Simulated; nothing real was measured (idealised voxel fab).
The following process module bears the name voxel self aligned vias.
Each square cell in cross-section cut measures 5 nm, and the section as a whole is 150 nm wide.
A cross-section in this document is a grid of square cells, and it is written down as bands, the top band listed before the ones below it; a band is made up of one or more rows of cells.
Top height, bottom height, nm. Materials left to right, width each, nm. Single material + "full width" = fills band edge to edge. "empty" = empty.
Zero point of the height axis is 0; under it, received wafer = one material. Lowest band: continues down indefinitely, "0 -> down".
The two numbers in a width such as "30 to 40" mark its ends across the band: the first belongs to the top row of cells, the second to the bottom row, and from each row to the next the width moves by the same amount.
Any step labelled "everything unchanged" changed none of the cells in the cross-section.
The entry "Sealed void listing" lists the empty spaces that cover at least 8 cells and have no open path to the top. Each is written as width x height at distance, where the distance is measured from the left edge and all three values are in nm.
What comes after the settings on a step's line is commentary from the simulator itself on that step.
"overlay nm" on a masked step: distance the mask lay right of its planned place, negative for left.

### The planned process steps are enumerated hereunder
step 1: RECEIVE,material Si
step 2: CONFORMAL_DEP,material SiO2,thk nm 15
step 3: CONFORMAL_DEP,material SiCN,thk nm 5
step 4: DIRECTIONAL_DEP,material SiO2,thk nm 30
step 5: PATTERN,tone open,mask id LINES,material resist,width nm 25,pitch nm 65,thk nm 15,overlay nm 0
step 6: DIRECTIONAL_ETCH,etch materials SiO2,depth nm 30
step 7: STRIP,etch materials resist
step 8: CONFORMAL_DEP,material TiN,thk nm 5
step 9: FILL_DEP,material W,thk nm 5
step 10: CMP,height nm 50
step 11: SELECTIVE_ETCH,etch materials W Ru TiN,depth nm 5
step 12: FILL_DEP,material SiN,thk nm 10
step 13: CMP,height nm 50
step 14: DIRECTIONAL_DEP,material SiO2,thk nm 15
step 15: DIRECTIONAL_DEP,material aC,thk nm 10
step 16: PATTERN,tone open,mask id VIAS,material resist,width nm 45,thk nm 30,overlay nm 0
step 17: DIRECTIONAL_ETCH,etch materials aC,depth nm 10
step 18: STRIP,etch materials resist
step 19: DIRECTIONAL_ETCH,etch materials SiO2,depth nm 15
step 20: DIRECTIONAL_ETCH,etch materials SiN,depth nm 5
step 21: STRIP,etch materials aC
step 22: CONFORMAL_DEP,material TiN,thk nm 5
step 23: FILL_DEP,material Cu,thk nm 5
step 24: CMP,height nm 65
step 25: CONFORMAL_DEP,material SiN,thk nm 5

### Wafer cross-section on receipt, i.e. after step 1
    0 -> down | Si full width
    Sealed void listing: none

### Starting wafer: above. Plan: above. Run: one mistake. Cross-section after the module: below
    60 -> 55 | SiN full width
    55 -> 50 | SiO2 20 nm / TiN 15 nm / Cu 15 nm / TiN 15 nm / SiO2 85 nm
    50 -> 45 | SiO2 30 nm / TiN 25 nm / SiO2 40 nm / SiN 25 nm / SiO2 30 nm
    45 -> 25 | SiO2 30 nm / TiN 5 nm / W 15 nm / TiN 5 nm / SiO2 40 nm / TiN 5 nm / W 15 nm / TiN 5 nm / SiO2 30 nm
    25 -> 20 | SiO2 30 nm / TiN 25 nm / SiO2 40 nm / TiN 25 nm / SiO2 30 nm
    20 -> 15 | SiCN full width
    15 -> 0 | SiO2 full width
    0 -> down | Si full width
    Sealed void listing: none
Short version of what went wrong: step 24 ran with different settings than intended, the actual operation and settings being CMP,height nm 55
